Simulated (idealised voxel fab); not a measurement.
Presented below is a process module, voxel wiring stack.
Shown is cross-section cut, with a width of 290 nm and square cells of size 5 nm.
Each cross-section below is a grid of square cells, stated as bands in top-down order, with one or more rows of cells making up each band. Within each band entry, the heights of the top and of the bottom of the band appear first, in that order and in nm; the materials of the band then follow from left to right, each with its corresponding width in nm. The designation "throughout" on a single material indicates that it fills the band from edge to edge; the designation "air" indicates empty space. Ref level 0: as-received wafer is one material below here. Bottom band extends down with no lower bound ("0 nm and below"). With a width like "30 to 40", each row of cells in the band differs from the next by the same amount, the top row carrying the first number and the bottom row the second. When a step is marked "all unchanged", none of the cells in the cross-section changed during that step. Entry "Catalogued sealed voids". Content: empty spaces with no open connection to the top, size 8 cells or greater. Each: width x height at distance. Distance: from left edge. Unit: nm. Whatever follows a step's settings on its line is a remark the simulator itself makes about that step. overlay nm: mask right of planned place by this much (step with mask). Neg. = left. Each pair of cross-sections that follows straddles one process step: the one shows the state before the step, the other the state after it, down to the lowest band that changed and no further. The step in question, and its settings, are given under the pair. Note that a pair is not necessarily a continuation of the pair above it, since pairs can come from different runs of this module on the same starting wafer; it is a continuation only where its entry headed "Structure before processing" says so.
Structure before processing:
- 90 nm to 75 nm | lowk throughout
- 75 nm to 70 nm | SiN throughout
- 70 nm to 50 nm | 55 lowk, then 5 TiN, then 5 Ru, then 5 TiN, then 35 lowk, then 5 TiN, then 5 Ru, then 5 TiN, then 35 lowk, then 5 TiN, then 5 Ru, then 5 TiN, then 35 lowk, then 5 TiN, then 5 Ru, then 5 TiN, then 70 lowk
- 50 nm to 45 nm | 55 SiCN, then 15 TiN, then 35 SiCN, then 15 TiN, then 35 SiCN, then 15 TiN, then 35 SiCN, then 15 TiN, then 70 SiCN
- 45 nm to 40 nm | 50 SiCN, then 40 Ru, then 10 SiCN, then 40 Ru, then 10 SiCN, then 40 Ru, then 10 SiCN, then 40 Ru, then 50 SiCN
- 40 nm to 35 nm | 55 SiO2, then 5 TiN, then 20 Cu, then 5 TiN, then 20 SiO2, then 5 TiN, then 20 Cu, then 5 TiN, then 20 SiO2, then 5 TiN, then 20 Cu, then 5 TiN, then 20 SiO2, then 5 TiN, then 20 Cu, then 5 TiN, then 55 SiO2
- 35 nm to 30 nm | 55 SiCN, then 30 TiN, then 20 SiCN, then 30 TiN, then 20 SiCN, then 30 TiN, then 20 SiCN, then 30 TiN, then 55 SiCN
- 30 nm to 0 nm | SiO2 throughout
- 0 nm and below | Si throughout
- Catalogued sealed voids: none
Resulting Structure:
- 90 nm to 75 nm | 55 lowk, then 30 air, then 20 lowk, then 30 air, then 20 lowk, then 30 air, then 20 lowk, then 30 air, then 55 lowk
- Lower than 75, everything is as it was.
- Catalogued sealed voids: none
The structure shown above changes from one cross-section to the other through MASKED_ETCH (tone open; mask id METAL_2; width nm 30; pitch nm 50; etch materials lowk; depth nm 15; overlay nm 0)
Structure before processing: For the state before this step, see the after cross-section of the pair located directly above.
Resulting Structure:
- 90 nm to 75 nm | 55 lowk, then 30 air, then 20 lowk, then 30 air, then 20 lowk, then 30 air, then 20 lowk, then 30 air, then 55 lowk
- 75 nm to 70 nm | 55 SiN, then 30 air, then 20 SiN, then 30 air, then 20 SiN, then 30 air, then 20 SiN, then 30 air, then 55 SiN
- Lower than 70, everything is as it was.
- Catalogued sealed voids: none
The structure shown above changes from one cross-section to the other through MASKED_ETCH (tone open; mask id METAL_2; width nm 30; pitch nm 50; etch materials SiN; depth nm 5; overlay nm 0)
Structure before processing: For the state before this step, see the after cross-section of the pair located directly above.
Resulting Structure:
- 95 nm to 90 nm | 60 TiN, then 20 air, then 30 TiN, then 20 air, then 30 TiN, then 20 air, then 30 TiN, then 20 air, then 60 TiN
- 90 nm to 75 nm | 55 lowk, then 5 TiN, then 20 air, then 5 TiN, then 20 lowk, then 5 TiN, then 20 air, then 5 TiN, then 20 lowk, then 5 TiN, then 20 air, then 5 TiN, then 20 lowk, then 5 TiN, then 20 air, then 5 TiN, then 55 lowk
- 75 nm to 70 nm | 55 SiN, then 30 TiN, then 20 SiN, then 30 TiN, then 20 SiN, then 30 TiN, then 20 SiN, then 30 TiN, then 55 SiN
- Lower than 70, everything is as it was.
- Catalogued sealed voids: none
The structure shown above changes from one cross-section to the other through CONFORMAL_DEP (material TiN; thk nm 5)
Structure before processing: For the state before this step, see the after cross-section of the pair located directly above.
Resulting Structure:
- 105 nm to 95 nm | Cu throughout
- 95 nm to 90 nm | 60 TiN, then 20 Cu, then 30 TiN, then 20 Cu, then 30 TiN, then 20 Cu, then 30 TiN, then 20 Cu, then 60 TiN
- 90 nm to 75 nm | 55 lowk, then 5 TiN, then 20 Cu, then 5 TiN, then 20 lowk, then 5 TiN, then 20 Cu, then 5 TiN, then 20 lowk, then 5 TiN, then 20 Cu, then 5 TiN, then 20 lowk, then 5 TiN, then 20 Cu, then 5 TiN, then 55 lowk
- Lower than 75, everything is as it was.
- Catalogued sealed voids: none
The structure shown above changes from one cross-section to the other through FILL_DEP (material Cu; thk nm 10)
Structure before processing: For the state before this step, see the after cross-section of the pair located directly above.
Resulting Structure:
- 90 nm to 75 nm | 55 lowk, then 5 TiN, then 20 Cu, then 5 TiN, then 20 lowk, then 5 TiN, then 20 Cu, then 5 TiN, then 20 lowk, then 5 TiN, then 20 Cu, then 5 TiN, then 20 lowk, then 5 TiN, then 20 Cu, then 5 TiN, then 55 lowk
- Lower than 75, everything is as it was.
- Catalogued sealed voids: none
The structure shown above changes from one cross-section to the other through CMP (height nm 90)
Structure before processing: For the state before this step, see the after cross-section of the pair located directly above.
Resulting Structure:
- 95 nm to 90 nm | SiCN throughout
- Lower than 90, everything is as it was.
- Catalogued sealed voids: none
The structure shown above changes from one cross-section to the other through CONFORMAL_DEP (material SiCN; thk nm 5)
Structure before processing:
- 15 nm to 0 nm | SiO2 throughout
- 0 nm and below | Si throughout
- Catalogued sealed voids: none
Resulting Structure:
- 35 nm to 0 nm | SiO2 throughout
- Lower than 0, everything is as it was.
- Catalogued sealed voids: none
The structure shown above changes from one cross-section to the other through DIRECTIONAL_DEP (material SiO2; thk nm 20)
Structure before processing: For the state before this step, see the after cross-section of the pair located directly above.
Resulting Structure:
- 40 nm to 35 nm | SiCN throughout
- Lower than 35, everything is as it was.
- Catalogued sealed voids: none
The structure shown above changes from one cross-section to the other through CONFORMAL_DEP (material SiCN; thk nm 5)
Structure before processing: For the state before this step, see the after cross-section of the pair located directly above.
Resulting Structure:
- 55 nm to 40 nm | 55 resist, then 30 air, then 20 resist, then 30 air, then 20 resist, then 30 air, then 20 resist, then 30 air, then 55 resist
- Lower than 40, everything is as it was.
- Catalogued sealed voids: none
The structure shown above changes from one cross-section to the other through PATTERN (tone open; mask id METAL_1; material resist; width nm 30; pitch nm 50; thk nm 15; overlay nm 0)
Structure before processing: For the state before this step, see the after cross-section of the pair located directly above.
Resulting Structure:
- 55 nm to 40 nm | 55 resist, then 30 air, then 20 resist, then 30 air, then 20 resist, then 30 air, then 20 resist, then 30 air, then 55 resist
- 40 nm to 35 nm | 55 SiCN, then 30 air, then 20 SiCN, then 30 air, then 20 SiCN, then 30 air, then 20 SiCN, then 30 air, then 55 SiCN
- Lower than 35, everything is as it was.
- Catalogued sealed voids: none
The structure shown above changes from one cross-section to the other through DIRECTIONAL_ETCH (etch materials SiCN; depth nm 5)
Structure before processing: For the state before this step, see the after cross-section of the pair located directly above.
Resulting Structure:
- 40 nm to 35 nm | 55 SiCN, then 30 air, then 20 SiCN, then 30 air, then 20 SiCN, then 30 air, then 20 SiCN, then 30 air, then 55 SiCN
- Lower than 35, everything is as it was.
- Catalogued sealed voids: none
The structure shown above changes from one cross-section to the other through STRIP (etch materials resist)
Structure before processing: For the state before this step, see the after cross-section of the pair located directly above.
Resulting Structure:
- 45 nm to 40 nm | 60 TiN, then 20 air, then 30 TiN, then 20 air, then 30 TiN, then 20 air, then 30 TiN, then 20 air, then 60 TiN
- 40 nm to 35 nm | 55 SiCN, then 30 TiN, then 20 SiCN, then 30 TiN, then 20 SiCN, then 30 TiN, then 20 SiCN, then 30 TiN, then 55 SiCN
- Lower than 35, everything is as it was.
- Catalogued sealed voids: none
The structure shown above changes from one cross-section to the other through CONFORMAL_DEP (material TiN; thk nm 5)
Structure before processing: For the state before this step, see the after cross-section of the pair located directly above.
Resulting Structure:
- 50 nm to 45 nm | Cu throughout
- 45 nm to 40 nm | 60 TiN, then 20 Cu, then 30 TiN, then 20 Cu, then 30 TiN, then 20 Cu, then 30 TiN, then 20 Cu, then 60 TiN
- Lower than 40, everything is as it was.
- Catalogued sealed voids: none
The structure shown above changes from one cross-section to the other through FILL_DEP (material Cu; thk nm 5)
Structure before processing: For the state before this step, see the after cross-section of the pair located directly above.
Resulting Structure:
- 40 nm to 35 nm | 55 SiCN, then 30 TiN, then 20 SiCN, then 30 TiN, then 20 SiCN, then 30 TiN, then 20 SiCN, then 30 TiN, then 55 SiCN
- Lower than 35, everything is as it was.
- Catalogued sealed voids: none
The structure shown above changes from one cross-section to the other through CMP (height nm 40)
Structure before processing: For the state before this step, see the after cross-section of the pair located directly above.
Resulting Structure:
- 45 nm to 40 nm | 50 air, then 40 Ru, then 10 air, then 40 Ru, then 10 air, then 40 Ru, then 10 air, then 40 Ru, then 50 air
- Lower than 40, everything is as it was.
- Catalogued sealed voids: none
The structure shown above changes from one cross-section to the other through EPI (material Ru; thk nm 5)
Structure before processing: For the state before this step, see the after cross-section of the pair located directly above.
Resulting Structure:
- 50 nm to 45 nm | SiCN throughout
- 45 nm to 40 nm | 50 SiCN, then 40 Ru, then 10 SiCN, then 40 Ru, then 10 SiCN, then 40 Ru, then 10 SiCN, then 40 Ru, then 50 SiCN
- Lower than 40, everything is as it was.
- Catalogued sealed voids: none
The structure shown above changes from one cross-section to the other through FILL_DEP (material SiCN; thk nm 5)
Structure before processing: For the state before this step, see the after cross-section of the pair located directly above.
Resulting Structure:
- 70 nm to 50 nm | lowk throughout
- Lower than 50, everything is as it was.
- Catalogued sealed voids: none
The structure shown above changes from one cross-section to the other through DIRECTIONAL_DEP (material lowk; thk nm 20)
Structure before processing: For the state before this step, see the after cross-section of the pair located directly above.
Resulting Structure:
- 85 nm to 70 nm | aC throughout
- Lower than 70, everything is as it was.
- Catalogued sealed voids: none
The structure shown above changes from one cross-section to the other through DIRECTIONAL_DEP (material aC; thk nm 15)
Structure before processing: For the state before this step, see the after cross-section of the pair located directly above.
Resulting Structure:
- 120 nm to 85 nm | 55 resist, then 15 air, then 35 resist, then 15 air, then 35 resist, then 15 air, then 35 resist, then 15 air, then 70 resist
- Lower than 85, everything is as it was.
- Catalogued sealed voids: none
The structure shown above changes from one cross-section to the other through PATTERN (tone open; mask id PLUG_1; material resist; width nm 15; pitch nm 50; thk nm 35; overlay nm 0)
Structure before processing: For the state before this step, see the after cross-section of the pair located directly above.
Resulting Structure:
- 105 nm to 85 nm | 55 resist, then 15 air, then 35 resist, then 15 air, then 35 resist, then 15 air, then 35 resist, then 15 air, then 70 resist
- 85 nm to 70 nm | 55 aC, then 15 air, then 35 aC, then 15 air, then 35 aC, then 15 air, then 35 aC, then 15 air, then 70 aC
- Lower than 70, everything is as it was.
- Catalogued sealed voids: none
The structure shown above changes from one cross-section to the other through DIRECTIONAL_ETCH (etch materials aC; depth nm 15)
Structure before processing: For the state before this step, see the after cross-section of the pair located directly above.
Resulting Structure:
- 85 nm to 70 nm | 55 aC, then 15 air, then 35 aC, then 15 air, then 35 aC, then 15 air, then 35 aC, then 15 air, then 70 aC
- Lower than 70, everything is as it was.
- Catalogued sealed voids: none
The structure shown above changes from one cross-section to the other through STRIP (etch materials resist)
Structure before processing: For the state before this step, see the after cross-section of the pair located directly above.
Resulting Structure:
- 85 nm to 70 nm | 55 aC, then 15 air, then 35 aC, then 15 air, then 35 aC, then 15 air, then 35 aC, then 15 air, then 70 aC
- 70 nm to 50 nm | 55 lowk, then 15 air, then 35 lowk, then 15 air, then 35 lowk, then 15 air, then 35 lowk, then 15 air, then 70 lowk
- Lower than 50, everything is as it was.
- Catalogued sealed voids: none
The structure shown above changes from one cross-section to the other through DIRECTIONAL_ETCH (etch materials lowk; depth nm 20)
Structure before processing: For the state before this step, see the after cross-section of the pair located directly above.
Resulting Structure:
- 85 nm to 70 nm | 55 aC, then 15 air, then 35 aC, then 15 air, then 35 aC, then 15 air, then 35 aC, then 15 air, then 70 aC
- 70 nm to 50 nm | 55 lowk, then 15 air, then 35 lowk, then 15 air, then 35 lowk, then 15 air, then 35 lowk, then 15 air, then 70 lowk
- 50 nm to 45 nm | 55 SiCN, then 15 air, then 35 SiCN, then 15 air, then 35 SiCN, then 15 air, then 35 SiCN, then 15 air, then 70 SiCN
- Lower than 45, everything is as it was.
- Catalogued sealed voids: none
The structure shown above changes from one cross-section to the other through DIRECTIONAL_ETCH (etch materials SiCN; depth nm 5)
Structure before processing: For the state before this step, see the after cross-section of the pair located directly above.
Resulting Structure:
- 70 nm to 50 nm | 55 lowk, then 15 air, then 35 lowk, then 15 air, then 35 lowk, then 15 air, then 35 lowk, then 15 air, then 70 lowk
- Lower than 50, everything is as it was.
- Catalogued sealed voids: none
The structure shown above changes from one cross-section to the other through STRIP (etch materials aC)
Structure before processing: For the state before this step, see the after cross-section of the pair located directly above.
Resulting Structure:
- 75 nm to 70 nm | 60 TiN, then 5 air, then 45 TiN, then 5 air, then 45 TiN, then 5 air, then 45 TiN, then 5 air, then 75 TiN
- 70 nm to 50 nm | 55 lowk, then 5 TiN, then 5 air, then 5 TiN, then 35 lowk, then 5 TiN, then 5 air, then 5 TiN, then 35 lowk, then 5 TiN, then 5 air, then 5 TiN, then 35 lowk, then 5 TiN, then 5 air, then 5 TiN, then 70 lowk
- 50 nm to 45 nm | 55 SiCN, then 15 TiN, then 35 SiCN, then 15 TiN, then 35 SiCN, then 15 TiN, then 35 SiCN, then 15 TiN, then 70 SiCN
- Lower than 45, everything is as it was.
- Catalogued sealed voids: none
The structure shown above changes from one cross-section to the other through CONFORMAL_DEP (material TiN; thk nm 5)
Structure before processing: For the state before this step, see the after cross-section of the pair located directly above.
Resulting Structure:
- 80 nm to 75 nm | Ru throughout
- 75 nm to 70 nm | 60 TiN, then 5 Ru, then 45 TiN, then 5 Ru, then 45 TiN, then 5 Ru, then 45 TiN, then 5 Ru, then 75 TiN
- 70 nm to 50 nm | 55 lowk, then 5 TiN, then 5 Ru, then 5 TiN, then 35 lowk, then 5 TiN, then 5 Ru, then 5 TiN, then 35 lowk, then 5 TiN, then 5 Ru, then 5 TiN, then 35 lowk, then 5 TiN, then 5 Ru, then 5 TiN, then 70 lowk
- Lower than 50, everything is as it was.
- Catalogued sealed voids: none
The structure shown above changes from one cross-section to the other through FILL_DEP (material Ru; thk nm 5)
Structure before processing: For the state before this step, see the after cross-section of the pair located directly above.
Resulting Structure:
- 70 nm to 50 nm | 55 lowk, then 5 TiN, then 5 Ru, then 5 TiN, then 35 lowk, then 5 TiN, then 5 Ru, then 5 TiN, then 35 lowk, then 5 TiN, then 5 Ru, then 5 TiN, then 35 lowk, then 5 TiN, then 5 Ru, then 5 TiN, then 70 lowk
- Lower than 50, everything is as it was.
- Catalogued sealed voids: none
The structure shown above changes from one cross-section to the other through CMP (height nm 70)
Structure before processing: For the state before this step, see the after cross-section of the pair located directly above.
Resulting Structure:
- 75 nm to 70 nm | SiN throughout
- Lower than 70, everything is as it was.
- Catalogued sealed voids: none
The structure shown above changes from one cross-section to the other through CONFORMAL_DEP (material SiN; thk nm 5)
Structure before processing: For the state before this step, see the after cross-section of the pair located directly above.
Resulting Structure:
- 90 nm to 75 nm | lowk throughout
- Lower than 75, everything is as it was.
- Catalogued sealed voids: none
The structure shown above changes from one cross-section to the other through DIRECTIONAL_DEP (material lowk; thk nm 15)
Structure before processing: For the state before this step, see the after cross-section of the pair located directly above.
Resulting Structure:
- 90 nm to 75 nm | 55 lowk, then 30 air, then 20 lowk, then 30 air, then 20 lowk, then 30 air, then 20 lowk, then 30 air, then 55 lowk
- Lower than 75, everything is as it was.
- Catalogued sealed voids: none
The structure shown above changes from one cross-section to the other through MASKED_ETCH (tone open; mask id METAL_2; width nm 30; pitch nm 50; etch materials lowk; depth nm 15; overlay nm 0)
Structure before processing: For the state before this step, see the after cross-section of the pair located directly above.
Resulting Structure:
- 90 nm to 75 nm | 55 lowk, then 30 air, then 20 lowk, then 30 air, then 20 lowk, then 30 air, then 20 lowk, then 30 air, then 55 lowk
- 75 nm to 70 nm | 55 SiN, then 30 air, then 20 SiN, then 30 air, then 20 SiN, then 30 air, then 20 SiN, then 30 air, then 55 SiN
- Lower than 70, everything is as it was.
- Catalogued sealed voids: none
The structure shown above changes from one cross-section to the other through MASKED_ETCH (tone open; mask id METAL_2; width nm 30; pitch nm 50; etch materials SiN; depth nm 5; overlay nm 0)
Structure before processing: For the state before this step, see the after cross-section of the pair located directly above.
Resulting Structure:
- 95 nm to 90 nm | 60 TiN, then 20 air, then 30 TiN, then 20 air, then 30 TiN, then 20 air, then 30 TiN, then 20 air, then 60 TiN
- 90 nm to 75 nm | 55 lowk, then 5 TiN, then 20 air, then 5 TiN, then 20 lowk, then 5 TiN, then 20 air, then 5 TiN, then 20 lowk, then 5 TiN, then 20 air, then 5 TiN, then 20 lowk, then 5 TiN, then 20 air, then 5 TiN, then 55 lowk
- 75 nm to 70 nm | 55 SiN, then 30 TiN, then 20 SiN, then 30 TiN, then 20 SiN, then 30 TiN, then 20 SiN, then 30 TiN, then 55 SiN
- Lower than 70, everything is as it was.
- Catalogued sealed voids: none
The structure shown above changes from one cross-section to the other through CONFORMAL_DEP (material TiN; thk nm 5)
Structure before processing: For the state before this step, see the after cross-section of the pair located directly above.
Resulting Structure:
- 105 nm to 95 nm | Cu throughout
- 95 nm to 90 nm | 60 TiN, then 20 Cu, then 30 TiN, then 20 Cu, then 30 TiN, then 20 Cu, then 30 TiN, then 20 Cu, then 60 TiN
- 90 nm to 75 nm | 55 lowk, then 5 TiN, then 20 Cu, then 5 TiN, then 20 lowk, then 5 TiN, then 20 Cu, then 5 TiN, then 20 lowk, then 5 TiN, then 20 Cu, then 5 TiN, then 20 lowk, then 5 TiN, then 20 Cu, then 5 TiN, then 55 lowk
- Lower than 75, everything is as it was.
- Catalogued sealed voids: none
The structure shown above changes from one cross-section to the other through FILL_DEP (material Cu; thk nm 10)
Structure before processing: For the state before this step, see the after cross-section of the pair located directly above.
Resulting Structure:
- 90 nm to 75 nm | 55 lowk, then 5 TiN, then 20 Cu, then 5 TiN, then 20 lowk, then 5 TiN, then 20 Cu, then 5 TiN, then 20 lowk, then 5 TiN, then 20 Cu, then 5 TiN, then 20 lowk, then 5 TiN, then 20 Cu, then 5 TiN, then 55 lowk
- Lower than 75, everything is as it was.
- Catalogued sealed voids: none
The structure shown above changes from one cross-section to the other through CMP (height nm 90)
Structure before processing: For the state before this step, see the after cross-section of the pair located directly above.
Resulting Structure:
- 95 nm to 90 nm | SiCN throughout
- Lower than 90, everything is as it was.
- Catalogued sealed voids: none
The structure shown above changes from one cross-section to the other through CONFORMAL_DEP (material SiCN; thk nm 5)
Structure before processing:
- 50 nm to 45 nm | Cu throughout
- 45 nm to 40 nm | 60 TiN, then 20 Cu, then 30 TiN, then 20 Cu, then 30 TiN, then 20 Cu, then 30 TiN, then 20 Cu, then 60 TiN
- 40 nm to 20 nm | 55 SiO2, then 5 TiN, then 20 Cu, then 5 TiN, then 20 SiO2, then 5 TiN, then 20 Cu, then 5 TiN, then 20 SiO2, then 5 TiN, then 20 Cu, then 5 TiN, then 20 SiO2, then 5 TiN, then 20 Cu, then 5 TiN, then 55 SiO2
- 20 nm to 15 nm | 55 SiCN, then 30 TiN, then 20 SiCN, then 30 TiN, then 20 SiCN, then 30 TiN, then 20 SiCN, then 30 TiN, then 55 SiCN
- 15 nm to 0 nm | SiO2 throughout
- 0 nm and below | Si throughout
- Catalogued sealed voids: none
Resulting Structure:
- 35 nm to 20 nm | 55 SiO2, then 5 TiN, then 20 Cu, then 5 TiN, then 20 SiO2, then 5 TiN, then 20 Cu, then 5 TiN, then 20 SiO2, then 5 TiN, then 20 Cu, then 5 TiN, then 20 SiO2, then 5 TiN, then 20 Cu, then 5 TiN, then 55 SiO2
- Lower than 20, everything is as it was.
- Catalogued sealed voids: none
The structure shown above changes from one cross-section to the other through CMP (height nm 35)
Structure before processing: For the state before this step, see the after cross-section of the pair located directly above.
Resulting Structure:
- 40 nm to 35 nm | 50 air, then 40 Ru, then 10 air, then 40 Ru, then 10 air, then 40 Ru, then 10 air, then 40 Ru, then 50 air
- Lower than 35, everything is as it was.
- Catalogued sealed voids: none
The structure shown above changes from one cross-section to the other through EPI (material Ru; thk nm 5)
Structure before processing: For the state before this step, see the after cross-section of the pair located directly above.
Resulting Structure:
- 45 nm to 40 nm | SiCN throughout
- 40 nm to 35 nm | 50 SiCN, then 40 Ru, then 10 SiCN, then 40 Ru, then 10 SiCN, then 40 Ru, then 10 SiCN, then 40 Ru, then 50 SiCN
- Lower than 35, everything is as it was.
- Catalogued sealed voids: none
The structure shown above changes from one cross-section to the other through FILL_DEP (material SiCN; thk nm 5)
Structure before processing: For the state before this step, see the after cross-section of the pair located directly above.
Resulting Structure:
- 65 nm to 45 nm | lowk throughout
- Lower than 45, everything is as it was.
- Catalogued sealed voids: none
The structure shown above changes from one cross-section to the other through DIRECTIONAL_DEP (material lowk; thk nm 20)
Structure before processing: For the state before this step, see the after cross-section of the pair located directly above.
Resulting Structure:
- 80 nm to 65 nm | aC throughout
- Lower than 65, everything is as it was.
- Catalogued sealed voids: none
The structure shown above changes from one cross-section to the other through DIRECTIONAL_DEP (material aC; thk nm 15)
Structure before processing: For the state before this step, see the after cross-section of the pair located directly above.
Resulting Structure:
- 115 nm to 80 nm | 55 resist, then 15 air, then 35 resist, then 15 air, then 35 resist, then 15 air, then 35 resist, then 15 air, then 70 resist
- Lower than 80, everything is as it was.
- Catalogued sealed voids: none
The structure shown above changes from one cross-section to the other through PATTERN (tone open; mask id PLUG_1; material resist; width nm 15; pitch nm 50; thk nm 35; overlay nm 0)
Structure before processing: For the state before this step, see the after cross-section of the pair located directly above.
Resulting Structure:
- 100 nm to 80 nm | 55 resist, then 15 air, then 35 resist, then 15 air, then 35 resist, then 15 air, then 35 resist, then 15 air, then 70 resist
- 80 nm to 65 nm | 55 aC, then 15 air, then 35 aC, then 15 air, then 35 aC, then 15 air, then 35 aC, then 15 air, then 70 aC
- Lower than 65, everything is as it was.
- Catalogued sealed voids: none
The structure shown above changes from one cross-section to the other through DIRECTIONAL_ETCH (etch materials aC; depth nm 15)
Structure before processing: For the state before this step, see the after cross-section of the pair located directly above.
Resulting Structure:
- 80 nm to 65 nm | 55 aC, then 15 air, then 35 aC, then 15 air, then 35 aC, then 15 air, then 35 aC, then 15 air, then 70 aC
- Lower than 65, everything is as it was.
- Catalogued sealed voids: none
The structure shown above changes from one cross-section to the other through STRIP (etch materials resist)
Structure before processing: For the state before this step, see the after cross-section of the pair located directly above.
Resulting Structure:
- 80 nm to 65 nm | 55 aC, then 15 air, then 35 aC, then 15 air, then 35 aC, then 15 air, then 35 aC, then 15 air, then 70 aC
- 65 nm to 45 nm | 55 lowk, then 15 air, then 35 lowk, then 15 air, then 35 lowk, then 15 air, then 35 lowk, then 15 air, then 70 lowk
- Lower than 45, everything is as it was.
- Catalogued sealed voids: none
The structure shown above changes from one cross-section to the other through DIRECTIONAL_ETCH (etch materials lowk; depth nm 20)
Structure before processing: For the state before this step, see the after cross-section of the pair located directly above.
Resulting Structure:
- 80 nm to 65 nm | 55 aC, then 15 air, then 35 aC, then 15 air, then 35 aC, then 15 air, then 35 aC, then 15 air, then 70 aC
- 65 nm to 45 nm | 55 lowk, then 15 air, then 35 lowk, then 15 air, then 35 lowk, then 15 air, then 35 lowk, then 15 air, then 70 lowk
- 45 nm to 40 nm | 55 SiCN, then 15 air, then 35 SiCN, then 15 air, then 35 SiCN, then 15 air, then 35 SiCN, then 15 air, then 70 SiCN
- Lower than 40, everything is as it was.
- Catalogued sealed voids: none
The structure shown above changes from one cross-section to the other through DIRECTIONAL_ETCH (etch materials SiCN; depth nm 5)
Structure before processing: For the state before this step, see the after cross-section of the pair located directly above.
Resulting Structure:
- 65 nm to 45 nm | 55 lowk, then 15 air, then 35 lowk, then 15 air, then 35 lowk, then 15 air, then 35 lowk, then 15 air, then 70 lowk
- Lower than 45, everything is as it was.
- Catalogued sealed voids: none
The structure shown above changes from one cross-section to the other through STRIP (etch materials aC)
Structure before processing: For the state before this step, see the after cross-section of the pair located directly above.
Resulting Structure:
- 70 nm to 65 nm | 60 TiN, then 5 air, then 45 TiN, then 5 air, then 45 TiN, then 5 air, then 45 TiN, then 5 air, then 75 TiN
- 65 nm to 45 nm | 55 lowk, then 5 TiN, then 5 air, then 5 TiN, then 35 lowk, then 5 TiN, then 5 air, then 5 TiN, then 35 lowk, then 5 TiN, then 5 air, then 5 TiN, then 35 lowk, then 5 TiN, then 5 air, then 5 TiN, then 70 lowk
- 45 nm to 40 nm | 55 SiCN, then 15 TiN, then 35 SiCN, then 15 TiN, then 35 SiCN, then 15 TiN, then 35 SiCN, then 15 TiN, then 70 SiCN
- Lower than 40, everything is as it was.
- Catalogued sealed voids: none
The structure shown above changes from one cross-section to the other through CONFORMAL_DEP (material TiN; thk nm 5)
Structure before processing: For the state before this step, see the after cross-section of the pair located directly above.
Resulting Structure:
- 75 nm to 70 nm | Ru throughout
- 70 nm to 65 nm | 60 TiN, then 5 Ru, then 45 TiN, then 5 Ru, then 45 TiN, then 5 Ru, then 45 TiN, then 5 Ru, then 75 TiN
- 65 nm to 45 nm | 55 lowk, then 5 TiN, then 5 Ru, then 5 TiN, then 35 lowk, then 5 TiN, then 5 Ru, then 5 TiN, then 35 lowk, then 5 TiN, then 5 Ru, then 5 TiN, then 35 lowk, then 5 TiN, then 5 Ru, then 5 TiN, then 70 lowk
- Lower than 45, everything is as it was.
- Catalogued sealed voids: none
The structure shown above changes from one cross-section to the other through FILL_DEP (material Ru; thk nm 5)
Structure before processing: For the state before this step, see the after cross-section of the pair located directly above.
Resulting Structure:
- 70 nm to 65 nm | 60 TiN, then 5 Ru, then 45 TiN, then 5 Ru, then 45 TiN, then 5 Ru, then 45 TiN, then 5 Ru, then 75 TiN
- Lower than 65, everything is as it was.
- Catalogued sealed voids: none
The structure shown above changes from one cross-section to the other through CMP (height nm 70)
Structure before processing: For the state before this step, see the after cross-section of the pair located directly above.
Resulting Structure:
- 75 nm to 70 nm | SiN throughout
- Lower than 70, everything is as it was.
- Catalogued sealed voids: none
The structure shown above changes from one cross-section to the other through CONFORMAL_DEP (material SiN; thk nm 5)
Structure before processing: For the state before this step, see the after cross-section of the pair located directly above.
Resulting Structure:
- 90 nm to 75 nm | lowk throughout
- Lower than 75, everything is as it was.
- Catalogued sealed voids: none
The structure shown above changes from one cross-section to the other through DIRECTIONAL_DEP (material lowk; thk nm 15)
Structure before processing: For the state before this step, see the after cross-section of the pair located directly above.
Resulting Structure:
- 90 nm to 75 nm | 55 lowk, then 30 air, then 20 lowk, then 30 air, then 20 lowk, then 30 air, then 20 lowk, then 30 air, then 55 lowk
- Lower than 75, everything is as it was.
- Catalogued sealed voids: none
The structure shown above changes from one cross-section to the other through MASKED_ETCH (tone open; mask id METAL_2; width nm 30; pitch nm 50; etch materials lowk; depth nm 15; overlay nm 0)
Structure before processing: For the state before this step, see the after cross-section of the pair located directly above.
Resulting Structure:
- 90 nm to 75 nm | 55 lowk, then 30 air, then 20 lowk, then 30 air, then 20 lowk, then 30 air, then 20 lowk, then 30 air, then 55 lowk
- 75 nm to 70 nm | 55 SiN, then 30 air, then 20 SiN, then 30 air, then 20 SiN, then 30 air, then 20 SiN, then 30 air, then 55 SiN
- Lower than 70, everything is as it was.
- Catalogued sealed voids: none
The structure shown above changes from one cross-section to the other through MASKED_ETCH (tone open; mask id METAL_2; width nm 30; pitch nm 50; etch materials SiN; depth nm 5; overlay nm 0)
Structure before processing: For the state before this step, see the after cross-section of the pair located directly above.
Resulting Structure:
- 95 nm to 90 nm | 60 TiN, then 20 air, then 30 TiN, then 20 air, then 30 TiN, then 20 air, then 30 TiN, then 20 air, then 60 TiN
- 90 nm to 75 nm | 55 lowk, then 5 TiN, then 20 air, then 5 TiN, then 20 lowk, then 5 TiN, then 20 air, then 5 TiN, then 20 lowk, then 5 TiN, then 20 air, then 5 TiN, then 20 lowk, then 5 TiN, then 20 air, then 5 TiN, then 55 lowk
- 75 nm to 70 nm | 55 SiN, then 30 TiN, then 20 SiN, then 30 TiN, then 20 SiN, then 30 TiN, then 20 SiN, then 30 TiN, then 55 SiN
- Lower than 70, everything is as it was.
- Catalogued sealed voids: none
The structure shown above changes from one cross-section to the other through CONFORMAL_DEP (material TiN; thk nm 5)
Structure before processing: For the state before this step, see the after cross-section of the pair located directly above.
Resulting Structure:
- 105 nm to 95 nm | Cu throughout
- 95 nm to 90 nm | 60 TiN, then 20 Cu, then 30 TiN, then 20 Cu, then 30 TiN, then 20 Cu, then 30 TiN, then 20 Cu, then 60 TiN
- 90 nm to 75 nm | 55 lowk, then 5 TiN, then 20 Cu, then 5 TiN, then 20 lowk, then 5 TiN, then 20 Cu, then 5 TiN, then 20 lowk, then 5 TiN, then 20 Cu, then 5 TiN, then 20 lowk, then 5 TiN, then 20 Cu, then 5 TiN, then 55 lowk
- Lower than 75, everything is as it was.
- Catalogued sealed voids: none
The structure shown above changes from one cross-section to the other through FILL_DEP (material Cu; thk nm 10)
Structure before processing: For the state before this step, see the after cross-section of the pair located directly above.
Resulting Structure:
- 90 nm to 75 nm | 55 lowk, then 5 TiN, then 20 Cu, then 5 TiN, then 20 lowk, then 5 TiN, then 20 Cu, then 5 TiN, then 20 lowk, then 5 TiN, then 20 Cu, then 5 TiN, then 20 lowk, then 5 TiN, then 20 Cu, then 5 TiN, then 55 lowk
- Lower than 75, everything is as it was.
- Catalogued sealed voids: none
The structure shown above changes from one cross-section to the other through CMP (height nm 90)
Structure before processing: For the state before this step, see the after cross-section of the pair located directly above.
Resulting Structure:
- 95 nm to 90 nm | SiCN throughout
- Lower than 90, everything is as it was.
- Catalogued sealed voids: none
The structure shown above changes from one cross-section to the other through CONFORMAL_DEP (material SiCN; thk nm 5)
